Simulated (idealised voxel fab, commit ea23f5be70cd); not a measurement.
Name of the process module below: voxel spacer lines
In the cross-section labelled cut, the width is 255 nm and each square cell is 5 nm.
In this document a cross-section is written as a grid of square cells. It is given as a series of bands, listed from the top down, and a band is one or more rows of cells.
Top, bottom (nm), then materials left to right with widths (nm); lone material tagged "full width" fills the whole band edge to edge; "blank" = empty space.
Basically, 0 is our baseline, since under it the wafer straight out of the box is all one material. The bottom band has no lower end and keeps on going down, so it looks like "top 0, no bottom".
You'd read "30 to 40" like this: the band's top row of cells is as wide as the first number, its bottom row is as wide as the second, and going down, every row changes width by the same amount as the row before did.
What does "no alteration" mean for a step? It means no cell of the cross-section changed in that step.
"Closed void register": sealed empty spaces, 8 cells or more, no open way to top, listed width x height at distance, with distance from the left edge and width, height and distance in nm.
Text after the settings on a step's line: the simulator's own remark on that step.
overlay nm: for a step with a mask, the amount by which the mask lay right of where it was planned; a negative amount means left of it.
These are the steps we planned for the process
1 RECEIVE with material Si
2 CONFORMAL_DEP with material Al2O3, thk nm 5
3 DIRECTIONAL_DEP with material SiN, thk nm 10
4 DIRECTIONAL_DEP with material aC, thk nm 25
5 PATTERN with tone cover, mask id MANDREL, material resist, width nm 20, pitch nm 60, thk nm 35, overlay nm 0
6 DIRECTIONAL_ETCH with etch materials aC, depth nm 25
7 STRIP with etch materials resist
8 CONFORMAL_DEP with material SiO2, thk nm 10
9 DIRECTIONAL_ETCH with etch materials SiO2, depth nm 10
10 STRIP with etch materials aC
11 DIRECTIONAL_ETCH with etch materials SiN, depth nm 10
12 STRIP with etch materials SiO2
13 FILL_DEP with material SiO2, thk nm 10
14 CMP with height nm 15
First of two wafers, with the run carried out as planned
Wafer at receipt (post step 1), cross-section
top 0, no bottom: Si full width
Closed void register: none
Step 2 done - wafer cross-section
top 5, bottom 0: Al2O3 full width
Heights below 0 show no change.
Step 3 done - wafer cross-section
top 15, bottom 5: SiN full width
Heights below 5 show no change.
Step 4 done - wafer cross-section
top 40, bottom 15: aC full width
Heights below 15 show no change.
Step 5 done - wafer cross-section
top 75, bottom 40: blank=55 | resist=20 | blank=40 | resist=20 | blank=40 | resist=20 | blank=60
Heights below 40 show no change.
Step 6 done - wafer cross-section
top 50, bottom 40: blank=55 | resist=20 | blank=40 | resist=20 | blank=40 | resist=20 | blank=60
top 40, bottom 15: blank=55 | aC=20 | blank=40 | aC=20 | blank=40 | aC=20 | blank=60
Heights below 15 show no change.
Step 7 done - wafer cross-section
top 40, bottom 15: blank=55 | aC=20 | blank=40 | aC=20 | blank=40 | aC=20 | blank=60
Heights below 15 show no change.
Step 8 done - wafer cross-section
top 50, bottom 40: blank=45 | SiO2=40 | blank=20 | SiO2=40 | blank=20 | SiO2=40 | blank=50
top 40, bottom 25: blank=45 | SiO2=10 | aC=20 | SiO2=10 | blank=20 | SiO2=10 | aC=20 | SiO2=10 | blank=20 | SiO2=10 | aC=20 | SiO2=10 | blank=50
top 25, bottom 15: SiO2=55 | aC=20 | SiO2=40 | aC=20 | SiO2=40 | aC=20 | SiO2=60
Heights below 15 show no change.
Step 9 done - wafer cross-section
top 40, bottom 15: blank=45 | SiO2=10 | aC=20 | SiO2=10 | blank=20 | SiO2=10 | aC=20 | SiO2=10 | blank=20 | SiO2=10 | aC=20 | SiO2=10 | blank=50
Heights below 15 show no change.
Step 10 done - wafer cross-section
top 40, bottom 15: blank=45 | SiO2=10 | blank=20 | SiO2=10 | blank=20 | SiO2=10 | blank=20 | SiO2=10 | blank=20 | SiO2=10 | blank=20 | SiO2=10 | blank=50
Heights below 15 show no change.
Step 11 done - wafer cross-section
top 40, bottom 15: blank=45 | SiO2=10 | blank=20 | SiO2=10 | blank=20 | SiO2=10 | blank=20 | SiO2=10 | blank=20 | SiO2=10 | blank=20 | SiO2=10 | blank=50
top 15, bottom 5: blank=45 | SiN=10 | blank=20 | SiN=10 | blank=20 | SiN=10 | blank=20 | SiN=10 | blank=20 | SiN=10 | blank=20 | SiN=10 | blank=50
Heights below 5 show no change.
Step 12 done - wafer cross-section
top 15, bottom 5: blank=45 | SiN=10 | blank=20 | SiN=10 | blank=20 | SiN=10 | blank=20 | SiN=10 | blank=20 | SiN=10 | blank=20 | SiN=10 | blank=50
Heights below 5 show no change.
Step 13 done - wafer cross-section
top 25, bottom 15: SiO2 full width
top 15, bottom 5: SiO2=45 | SiN=10 | SiO2=20 | SiN=10 | SiO2=20 | SiN=10 | SiO2=20 | SiN=10 | SiO2=20 | SiN=10 | SiO2=20 | SiN=10 | SiO2=50
Heights below 5 show no change.
Step 14 done - wafer cross-section
top 15, bottom 5: SiO2=45 | SiN=10 | SiO2=20 | SiN=10 | SiO2=20 | SiN=10 | SiO2=20 | SiN=10 | SiO2=20 | SiN=10 | SiO2=20 | SiN=10 | SiO2=50
Heights below 5 show no change.
Wafer two. Same start, same plan, one slip in execution. Same as wafer one through step 4, inclusive
Second wafer cross-section, taken as of the time the plan sets for step 5 to be done
top 75, bottom 40: blank=55 | resist=25 | blank=35 | resist=25 | blank=35 | resist=25 | blank=55
Heights below 40 show no change.
Second wafer cross-section, taken as of the time the plan sets for step 6 to be done
top 50, bottom 40: blank=55 | resist=25 | blank=35 | resist=25 | blank=35 | resist=25 | blank=55
top 40, bottom 15: blank=55 | aC=25 | blank=35 | aC=25 | blank=35 | aC=25 | blank=55
Heights below 15 show no change.
Second wafer cross-section, taken as of the time the plan sets for step 7 to be done
top 40, bottom 15: blank=55 | aC=25 | blank=35 | aC=25 | blank=35 | aC=25 | blank=55
Heights below 15 show no change.
Second wafer cross-section, taken as of the time the plan sets for step 8 to be done
top 50, bottom 40: blank=45 | SiO2=45 | blank=15 | SiO2=45 | blank=15 | SiO2=45 | blank=45
top 40, bottom 25: blank=45 | SiO2=10 | aC=25 | SiO2=10 | blank=15 | SiO2=10 | aC=25 | SiO2=10 | blank=15 | SiO2=10 | aC=25 | SiO2=10 | blank=45
top 25, bottom 15: SiO2=55 | aC=25 | SiO2=35 | aC=25 | SiO2=35 | aC=25 | SiO2=55
Heights below 15 show no change.
Second wafer cross-section, taken as of the time the plan sets for step 9 to be done
top 40, bottom 15: blank=45 | SiO2=10 | aC=25 | SiO2=10 | blank=15 | SiO2=10 | aC=25 | SiO2=10 | blank=15 | SiO2=10 | aC=25 | SiO2=10 | blank=45
Heights below 15 show no change.
Second wafer cross-section, taken as of the time the plan sets for step 10 to be done
top 40, bottom 15: blank=45 | SiO2=10 | blank=25 | SiO2=10 | blank=15 | SiO2=10 | blank=25 | SiO2=10 | blank=15 | SiO2=10 | blank=25 | SiO2=10 | blank=45
Heights below 15 show no change.
Second wafer cross-section, taken as of the time the plan sets for step 11 to be done
top 40, bottom 15: blank=45 | SiO2=10 | blank=25 | SiO2=10 | blank=15 | SiO2=10 | blank=25 | SiO2=10 | blank=15 | SiO2=10 | blank=25 | SiO2=10 | blank=45
top 15, bottom 5: blank=45 | SiN=10 | blank=25 | SiN=10 | blank=15 | SiN=10 | blank=25 | SiN=10 | blank=15 | SiN=10 | blank=25 | SiN=10 | blank=45
Heights below 5 show no change.
Second wafer cross-section, taken as of the time the plan sets for step 12 to be done
top 15, bottom 5: blank=45 | SiN=10 | blank=25 | SiN=10 | blank=15 | SiN=10 | blank=25 | SiN=10 | blank=15 | SiN=10 | blank=25 | SiN=10 | blank=45
Heights below 5 show no change.
Second wafer cross-section, taken as of the time the plan sets for step 13 to be done
top 25, bottom 15: SiO2 full width
top 15, bottom 5: SiO2=45 | SiN=10 | SiO2=25 | SiN=10 | SiO2=15 | SiN=10 | SiO2=25 | SiN=10 | SiO2=15 | SiN=10 | SiO2=25 | SiN=10 | SiO2=45
Heights below 5 show no change.
Second wafer cross-section, taken as of the time the plan sets for step 14 to be done
top 15, bottom 5: SiO2=45 | SiN=10 | SiO2=25 | SiN=10 | SiO2=15 | SiN=10 | SiO2=25 | SiN=10 | SiO2=15 | SiN=10 | SiO2=25 | SiN=10 | SiO2=45
Heights below 5 show no change.
What broke from the plan during processing? step 5 did not happen as planned, as run it was PATTERN with tone cover, mask id MANDREL, material resist, width nm 25, pitch nm 60, thk nm 35, overlay nm 0
At the end, each material covers as many cells on the second wafer as it does on the first, though the cells it covers are elsewhere.
